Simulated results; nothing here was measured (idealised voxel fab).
Presented below is a process module, voxel air gaps.
The width of the displayed cross-section, cut, is 155 nm; its cells are square, with a size of 5 nm.
A cross-section is a grid of square cells, given in bands from the top down. A band is one or more rows of cells.
This entry defines a band. It first specifies the height of the band's top and the height of its bottom in nm, and then specifies the band's materials from left to right, stating each material with its width in nm. The word "all across" identifies a single material that fills the band from edge to edge, while the word "blank" identifies empty space.
Beneath 0, the wafer as received is one material, and that level is where height counting begins. The lowest band goes on downward without a bottom; it is written like "0 and below".
The notation "30 to 40" denotes a width that varies across the rows of cells in the band, beginning at the first number in the top row, finishing at the second number in the bottom row, and changing by an identical amount from each row to the next.
Key: "no alterations made" - step with no changed cell in the cross-section.
If an empty space has no open way to the top and is at least 8 cells in size, "Closed internal voids" lists it, written width x height at distance, where distance is measured from the left edge and every value is in nm.
The remark found on a step's line after its settings is issued by the simulator itself and pertains to that step.
For masked steps, "overlay nm" on the step line gives how far right of plan the mask actually lay; a minus sign means it lay to the left.

INTENDED PROCESS STEPS
1,RECEIVE,material Si
2,CONFORMAL_DEP,material SiO2,thk nm 15
3,CONFORMAL_DEP,material SiCN,thk nm 5
4,DIRECTIONAL_DEP,material lowk,thk nm 35
5,PATTERN,tone open,mask id LINES,material resist,width nm 15,pitch nm 40,thk nm 15,overlay nm 0
6,DIRECTIONAL_ETCH,etch materials lowk,depth nm 35
7,STRIP,etch materials resist
8,CONFORMAL_DEP,material TiN,thk nm 5
9,FILL_DEP,material W,thk nm 5
10,CMP,height nm 55
11,EPI,material Ru,thk nm 10
12,SELECTIVE_ETCH,etch materials lowk,depth nm 45
13,CONFORMAL_DEP,material SiCN,thk nm 5

CONCERNING THE FIRST OF TWO WAFERS, WHICH WAS RUN IN ACCORDANCE WITH THE PLAN

CROSS-SECTION: WAFER ON ARRIVAL = AFTER STEP 1
  0 and below | Si all across
  Closed internal voids: none

THE FOLLOWING CROSS-SECTION DEPICTS THE WAFER UPON COMPLETION OF STEP 2
  15 down to 0 | SiO2 all across
  Everything below 0 is unchanged.

THE FOLLOWING CROSS-SECTION DEPICTS THE WAFER UPON COMPLETION OF STEP 3
  20 down to 15 | SiCN all across
  Everything below 15 is unchanged.

THE FOLLOWING CROSS-SECTION DEPICTS THE WAFER UPON COMPLETION OF STEP 4
  55 down to 20 | lowk all across
  Everything below 20 is unchanged.

THE FOLLOWING CROSS-SECTION DEPICTS THE WAFER UPON COMPLETION OF STEP 5
  70 down to 55 | resist=30 / blank=15 / resist=25 / blank=15 / resist=25 / blank=15 / resist=30
  Everything below 55 is unchanged.

THE FOLLOWING CROSS-SECTION DEPICTS THE WAFER UPON COMPLETION OF STEP 6
  70 down to 55 | resist=30 / blank=15 / resist=25 / blank=15 / resist=25 / blank=15 / resist=30
  55 down to 20 | lowk=30 / blank=15 / lowk=25 / blank=15 / lowk=25 / blank=15 / lowk=30
  Everything below 20 is unchanged.

THE FOLLOWING CROSS-SECTION DEPICTS THE WAFER UPON COMPLETION OF STEP 7
  55 down to 20 | lowk=30 / blank=15 / lowk=25 / blank=15 / lowk=25 / blank=15 / lowk=30
  Everything below 20 is unchanged.

THE FOLLOWING CROSS-SECTION DEPICTS THE WAFER UPON COMPLETION OF STEP 8
  60 down to 55 | TiN=35 / blank=5 / TiN=35 / blank=5 / TiN=35 / blank=5 / TiN=35
  55 down to 25 | lowk=30 / TiN=5 / blank=5 / TiN=5 / lowk=25 / TiN=5 / blank=5 / TiN=5 / lowk=25 / TiN=5 / blank=5 / TiN=5 / lowk=30
  25 down to 20 | lowk=30 / TiN=15 / lowk=25 / TiN=15 / lowk=25 / TiN=15 / lowk=30
  Everything below 20 is unchanged.

THE FOLLOWING CROSS-SECTION DEPICTS THE WAFER UPON COMPLETION OF STEP 9
  65 down to 60 | W all across
  60 down to 55 | TiN=35 / W=5 / TiN=35 / W=5 / TiN=35 / W=5 / TiN=35
  55 down to 25 | lowk=30 / TiN=5 / W=5 / TiN=5 / lowk=25 / TiN=5 / W=5 / TiN=5 / lowk=25 / TiN=5 / W=5 / TiN=5 / lowk=30
  Everything below 25 is unchanged.

THE FOLLOWING CROSS-SECTION DEPICTS THE WAFER UPON COMPLETION OF STEP 10
  55 down to 25 | lowk=30 / TiN=5 / W=5 / TiN=5 / lowk=25 / TiN=5 / W=5 / TiN=5 / lowk=25 / TiN=5 / W=5 / TiN=5 / lowk=30
  Everything below 25 is unchanged.

THE FOLLOWING CROSS-SECTION DEPICTS THE WAFER UPON COMPLETION OF STEP 11
  65 down to 55 | blank=20 / Ru=35 / blank=5 / Ru=35 / blank=5 / Ru=35 / blank=20
  Everything below 55 is unchanged.

THE FOLLOWING CROSS-SECTION DEPICTS THE WAFER UPON COMPLETION OF STEP 12
  65 down to 55 | blank=20 / Ru=35 / blank=5 / Ru=35 / blank=5 / Ru=35 / blank=20
  55 down to 25 | blank=30 / TiN=5 / W=5 / TiN=5 / blank=25 / TiN=5 / W=5 / TiN=5 / blank=25 / TiN=5 / W=5 / TiN=5 / blank=30
  25 down to 20 | blank=30 / TiN=15 / blank=25 / TiN=15 / blank=25 / TiN=15 / blank=30
  Everything below 20 is unchanged.

THE FOLLOWING CROSS-SECTION DEPICTS THE WAFER UPON COMPLETION OF STEP 13
  70 down to 65 | blank=15 / SiCN=125 / blank=15
  65 down to 55 | blank=15 / SiCN=5 / Ru=35 / SiCN=5 / Ru=35 / SiCN=5 / Ru=35 / SiCN=5 / blank=15
  55 down to 50 | blank=15 / SiCN=15 / TiN=5 / W=5 / TiN=5 / SiCN=25 / TiN=5 / W=5 / TiN=5 / SiCN=25 / TiN=5 / W=5 / TiN=5 / SiCN=15 / blank=15
  50 down to 25 | blank=25 / SiCN=5 / TiN=5 / W=5 / TiN=5 / SiCN=5 / blank=15 / SiCN=5 / TiN=5 / W=5 / TiN=5 / SiCN=5 / blank=15 / SiCN=5 / TiN=5 / W=5 / TiN=5 / SiCN=5 / blank=25
  25 down to 20 | SiCN=30 / TiN=15 / SiCN=25 / TiN=15 / SiCN=25 / TiN=15 / SiCN=30
  Everything below 20 is unchanged.
  Closed internal voids: 15 x 25 at 50; 15 x 25 at 90

SECOND WAFER, SAME STARTING STATE AND PLAN AS THE FIRST, ONE MISTAKE IN THE RUN, IDENTICAL THROUGH STEP 4

SECOND WAFER, CROSS-SECTION, PLANNED END OF STEP 5
  70 down to 55 | resist=30 / blank=20 / resist=20 / blank=20 / resist=20 / blank=20 / resist=25
  Everything below 55 is unchanged.

SECOND WAFER, CROSS-SECTION, PLANNED END OF STEP 6
  70 down to 55 | resist=30 / blank=20 / resist=20 / blank=20 / resist=20 / blank=20 / resist=25
  55 down to 20 | lowk=30 / blank=20 / lowk=20 / blank=20 / lowk=20 / blank=20 / lowk=25
  Everything below 20 is unchanged.

SECOND WAFER, CROSS-SECTION, PLANNED END OF STEP 7
  55 down to 20 | lowk=30 / blank=20 / lowk=20 / blank=20 / lowk=20 / blank=20 / lowk=25
  Everything below 20 is unchanged.

SECOND WAFER, CROSS-SECTION, PLANNED END OF STEP 8
  60 down to 55 | TiN=35 / blank=10 / TiN=30 / blank=10 / TiN=30 / blank=10 / TiN=30
  55 down to 25 | lowk=30 / TiN=5 / blank=10 / TiN=5 / lowk=20 / TiN=5 / blank=10 / TiN=5 / lowk=20 / TiN=5 / blank=10 / TiN=5 / lowk=25
  25 down to 20 | lowk=30 / TiN=20 / lowk=20 / TiN=20 / lowk=20 / TiN=20 / lowk=25
  Everything below 20 is unchanged.

SECOND WAFER, CROSS-SECTION, PLANNED END OF STEP 9
  65 down to 60 | W all across
  60 down to 55 | TiN=35 / W=10 / TiN=30 / W=10 / TiN=30 / W=10 / TiN=30
  55 down to 25 | lowk=30 / TiN=5 / W=10 / TiN=5 / lowk=20 / TiN=5 / W=10 / TiN=5 / lowk=20 / TiN=5 / W=10 / TiN=5 / lowk=25
  Everything below 25 is unchanged.

SECOND WAFER, CROSS-SECTION, PLANNED END OF STEP 10
  55 down to 25 | lowk=30 / TiN=5 / W=10 / TiN=5 / lowk=20 / TiN=5 / W=10 / TiN=5 / lowk=20 / TiN=5 / W=10 / TiN=5 / lowk=25
  Everything below 25 is unchanged.

SECOND WAFER, CROSS-SECTION, PLANNED END OF STEP 11
  65 down to 55 | blank=20 / Ru=120 / blank=15
  Everything below 55 is unchanged.

SECOND WAFER, CROSS-SECTION, PLANNED END OF STEP 12
  65 down to 55 | blank=20 / Ru=120 / blank=15
  55 down to 25 | blank=30 / TiN=5 / W=10 / TiN=5 / lowk=20 / TiN=5 / W=10 / TiN=5 / lowk=20 / TiN=5 / W=10 / TiN=5 / blank=25
  25 down to 20 | blank=30 / TiN=20 / lowk=20 / TiN=20 / lowk=20 / TiN=20 / blank=25
  Everything below 20 is unchanged.

SECOND WAFER, CROSS-SECTION, PLANNED END OF STEP 13
  70 down to 65 | blank=15 / SiCN=130 / blank=10
  65 down to 55 | blank=15 / SiCN=5 / Ru=120 / SiCN=5 / blank=10
  55 down to 50 | blank=15 / SiCN=15 / TiN=5 / W=10 / TiN=5 / lowk=20 / TiN=5 / W=10 / TiN=5 / lowk=20 / TiN=5 / W=10 / TiN=5 / SiCN=15 / blank=10
  50 down to 25 | blank=25 / SiCN=5 / TiN=5 / W=10 / TiN=5 / lowk=20 / TiN=5 / W=10 / TiN=5 / lowk=20 / TiN=5 / W=10 / TiN=5 / SiCN=5 / blank=20
  25 down to 20 | SiCN=30 / TiN=20 / lowk=20 / TiN=20 / lowk=20 / TiN=20 / SiCN=25
  Everything below 20 is unchanged.
Nonconformance to the process plan: note that step 5 departed from the planned setting and was carried out as PATTERN,tone open,mask id LINES,material resist,width nm 20,pitch nm 40,thk nm 15,overlay nm 0
Count the cells at the end and the second wafer has more or fewer of some materials than the first: +6 Ru | -44 SiCN | +3 TiN | +18 W | +56 lowk
Final count of closed voids per wafer: 2 in the first, 0 in the second.
